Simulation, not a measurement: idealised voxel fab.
process module | voxel fin reveal
cross-section cut | 185 nm wide | cells 5 nm
A cross-section is a grid of square cells, given in bands from the top down. A band is one or more rows of cells.
Each band's line starts with the height of the band's top and of its bottom, in nm. Then come its materials from left to right, each with its width in nm. One material with "throughout" fills the band from edge to edge. "air" is empty space.
Height 0 is the level under which the wafer as received is all one material. The lowest band goes on downwards, as in "0 down".
A width such as "30 to 40" changes by the same amount from each row of cells to the next, from the band's top row to its bottom row.
"no change" after a step means that no cell of the cross-section changed.
closed voids: empty space of 8 cells or more with no open way to the top, each as width x height at its distance from the left edge, in nm
after a step's settings: what the simulator itself notes on the step
overlay nm, on a step with a mask: how far to the right of its planned place the mask lay; to the left if negative
plan
1 op RECEIVE | material Si
2 op CONFORMAL_DEP | material SiN | thk nm 5
3 op PATTERN | tone cover | mask id FINS | material resist | width nm 15 | pitch nm 40 | thk nm 15 | overlay nm 0
4 op DIRECTIONAL_ETCH | etch materials SiN | depth nm 5
5 op DIRECTIONAL_ETCH | etch materials Si | depth nm 40
6 op STRIP | etch materials resist
7 op OXIDIZE | depth nm 5
8 op FILL_DEP | material SiO2 | thk nm 5
9 op CMP | height nm 5
10 op SELECTIVE_ETCH | etch materials SiO2 | depth nm 35
11 op STRIP | etch materials SiN
as received, after step 1
  0 down: Si throughout
  closed voids: none
a wafer at the end: this start, this plan, one mistake
  0 to -45: air 50 | Si 5 | air 35 | Si 5 | air 35 | Si 5 | air 50
  -45 down: Si throughout
  closed voids: none
what went wrong: step 10 was run twice
